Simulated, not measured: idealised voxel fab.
The name of this process module is voxel transistor to metal.
Displayed cross-section: cut, width of 150 nm, square cells sized 5 nm.
In this document a cross-section is written as a grid of square cells. It is given as a series of bands, listed from the top down, and a band is one or more rows of cells. Basically the band line says how high the top is and how high the bottom is, in nm, and then what's in it from left to right, every material with its width in nm. Empty space shows up as "empty", and if a single material carries "everywhere" it runs the full band edge to edge. Beneath 0, the wafer as received is one material, and that level is where height counting begins. The lowest band goes on downward without a bottom; it is written like "0 and below". Width "30 to 40": first value at the band's top row of cells, second value at its bottom row, equal change from row to row. For the purposes of this document, the phrase "no change occurred" attached to a step denotes that no cell within the cross-section was modified by that step. Voids not open to the top, 8 cells minimum: see "Catalogued sealed voids". Written width x height at distance; distance is from the left edge; nm. Step line, after settings: the simulator's comment on this step. "overlay nm" on a masked step: distance the mask lay right of its planned place, negative for left.

Process steps - plan
1. RECEIVE [material Si]
2. OXIDIZE [depth nm 5]
3. CONFORMAL_DEP [material SiN] [thk nm 15]
4. MASKED_ETCH [tone cover] [mask id ACTIVE] [width nm 105] [etch materials SiN] [depth nm 15] [overlay nm 0]
5. MASKED_ETCH [tone cover] [mask id ACTIVE] [width nm 105] [etch materials SiO2] [depth nm 5] [overlay nm 0]
6. MASKED_ETCH [tone cover] [mask id ACTIVE] [width nm 105] [etch materials Si] [depth nm 35] [overlay nm 0]
7. OXIDIZE [depth nm 5]
8. FILL_DEP [material SiO2] [thk nm 5]
9. CMP [height nm 15]
10. SELECTIVE_ETCH [etch materials SiO2] [depth nm 10]
11. STRIP [etch materials SiN]
12. SELECTIVE_ETCH [etch materials SiO2] [depth nm 5]
13. OXIDIZE [depth nm 5]
14. DIRECTIONAL_DEP [material polySi] [thk nm 20]
15. DIRECTIONAL_DEP [material SiCN] [thk nm 10]
16. MASKED_ETCH [tone cover] [mask id GATE] [width nm 25] [etch materials SiCN] [depth nm 20] [overlay nm 0]
17. MASKED_ETCH [tone cover] [mask id GATE] [width nm 25] [etch materials polySi] [depth nm 30] [overlay nm 0]
18. CONFORMAL_DEP [material SiN] [thk nm 10]
19. DIRECTIONAL_ETCH [etch materials SiN] [depth nm 10]
20. DIRECTIONAL_ETCH [etch materials SiO2] [depth nm 5]
21. DIRECTIONAL_ETCH [etch materials Si] [depth nm 15]
22. EPI [material nSi] [thk nm 15]
23. FILL_DEP [material SiO2] [thk nm 10]
24. CMP [height nm 25]
25. DIRECTIONAL_DEP [material SiO2] [thk nm 15]
26. PATTERN [tone open] [mask id CONTACT] [material resist] [width nm 15] [pitch nm 80] [thk nm 15] [overlay nm 0]
27. DIRECTIONAL_ETCH [etch materials SiO2] [depth nm 50]
28. STRIP [etch materials resist]
29. CONFORMAL_DEP [material TiN] [thk nm 5]
30. FILL_DEP [material W] [thk nm 10]
31. CMP [height nm 40]
32. CONFORMAL_DEP [material SiN] [thk nm 5]
33. DIRECTIONAL_DEP [material lowk] [thk nm 25]
34. DIRECTIONAL_DEP [material aC] [thk nm 10]
35. PATTERN [tone open] [mask id METAL_1] [material resist] [width nm 15] [pitch nm 80] [thk nm 25] [overlay nm 0]
36. DIRECTIONAL_ETCH [etch materials aC] [depth nm 10]
37. STRIP [etch materials resist]
38. DIRECTIONAL_ETCH [etch materials lowk] [depth nm 25]
39. DIRECTIONAL_ETCH [etch materials SiN] [depth nm 5]
40. STRIP [etch materials aC]
41. CONFORMAL_DEP [material TiN] [thk nm 5]
42. FILL_DEP [material Cu] [thk nm 5]
43. CMP [height nm 70]
44. CONFORMAL_DEP [material SiN] [thk nm 5]

Cross-section: wafer on arrival = after step 1
	0 and below  Si everywhere
	Catalogued sealed voids: none

Sectioned view, first of two wafers, at the close of the module, processed as intended in the plan
	75 down to 70  SiN everywhere
	70 down to 45  25 nm lowk  5 nm TiN  5 nm Cu  5 nm TiN  65 nm lowk  5 nm TiN  5 nm Cu  5 nm TiN  30 nm lowk
	45 down to 40  25 nm SiN  15 nm TiN  65 nm SiN  15 nm TiN  30 nm SiN
	40 down to 25  25 nm SiO2  5 nm TiN  5 nm W  5 nm TiN  65 nm SiO2  5 nm TiN  5 nm W  5 nm TiN  30 nm SiO2
	25 down to 15  25 nm SiO2  5 nm TiN  5 nm W  5 nm TiN  10 nm SiO2  10 nm SiN  25 nm SiCN  10 nm SiN  10 nm SiO2  5 nm TiN  5 nm W  5 nm TiN  30 nm SiO2
	15 down to 10  25 nm SiO2  5 nm TiN  5 nm W  5 nm TiN  10 nm SiO2  10 nm SiN  25 nm polySi  10 nm SiN  10 nm SiO2  5 nm TiN  5 nm W  5 nm TiN  30 nm SiO2
	10 down to 5  25 nm SiO2  15 nm TiN  10 nm SiO2  10 nm SiN  25 nm polySi  10 nm SiN  10 nm SiO2  15 nm TiN  30 nm SiO2
	5 down to 0  25 nm SiO2  10 nm TiN  15 nm nSi  10 nm SiN  25 nm polySi  10 nm SiN  15 nm nSi  10 nm TiN  30 nm SiO2
	0 down to -5  15 nm SiO2  10 nm SiN  10 nm TiN  15 nm nSi  10 nm SiN  25 nm polySi  10 nm SiN  15 nm nSi  10 nm TiN  10 nm SiN  20 nm SiO2
	-5 down to -10  25 nm SiO2  10 nm TiN  15 nm nSi  45 nm SiO2  15 nm nSi  10 nm TiN  30 nm SiO2
	-10 down to -25  25 nm SiO2  25 nm nSi  45 nm Si  25 nm nSi  30 nm SiO2
	-25 down to -45  25 nm SiO2  95 nm Si  30 nm SiO2
	-45 and below  Si everywhere
	Catalogued sealed voids: none

This is the second of the two wafers, cross-sectioned at the end of the module; it started exactly like the first and was given the same plan, but it was run with one mistake
	75 down to 70  SiN everywhere
	70 down to 45  25 nm lowk  5 nm TiN  5 nm Cu  5 nm TiN  65 nm lowk  5 nm TiN  5 nm Cu  5 nm TiN  30 nm lowk
	45 down to 40  25 nm SiN  15 nm TiN  65 nm SiN  15 nm TiN  30 nm SiN
	40 down to 25  25 nm SiO2  5 nm TiN  5 nm W  5 nm TiN  65 nm SiO2  5 nm TiN  5 nm W  5 nm TiN  30 nm SiO2
	25 down to 15  25 nm SiO2  5 nm TiN  5 nm W  5 nm TiN  10 nm SiO2  10 nm SiN  30 nm SiCN  10 nm SiN  5 nm SiO2  5 nm TiN  5 nm W  5 nm TiN  30 nm SiO2
	15 down to 10  25 nm SiO2  5 nm TiN  5 nm W  5 nm TiN  10 nm SiO2  10 nm SiN  30 nm polySi  10 nm SiN  5 nm SiO2  5 nm TiN  5 nm W  5 nm TiN  30 nm SiO2
	10 down to 5  25 nm SiO2  15 nm TiN  10 nm SiO2  10 nm SiN  30 nm polySi  10 nm SiN  5 nm SiO2  15 nm TiN  30 nm SiO2
	5 down to 0  25 nm SiO2  10 nm TiN  15 nm nSi  10 nm SiN  30 nm polySi  10 nm SiN  15 nm nSi  5 nm TiN  30 nm SiO2
	0 down to -5  15 nm SiO2  10 nm SiN  10 nm TiN  15 nm nSi  10 nm SiN  30 nm polySi  10 nm SiN  15 nm nSi  5 nm TiN  10 nm SiN  20 nm SiO2
	-5 down to -10  25 nm SiO2  10 nm TiN  15 nm nSi  50 nm SiO2  15 nm nSi  5 nm TiN  30 nm SiO2
	-10 down to -25  25 nm SiO2  25 nm nSi  50 nm Si  20 nm nSi  30 nm SiO2
	-25 down to -45  25 nm SiO2  95 nm Si  30 nm SiO2
	-45 and below  Si everywhere
	Catalogued sealed voids: none
Heads up, the wafer didn't run the way we planned it: step 16 did not happen as planned, as run it was MASKED_ETCH [tone cover] [mask id GATE] [width nm 30] [etch materials SiCN] [depth nm 20] [overlay nm 0]
Count the cells at the end and the second wafer has more or fewer of some materials than the first: +3 Si, +2 SiCN, -3 SiO2, -3 TiN, -3 nSi, +4 polySi
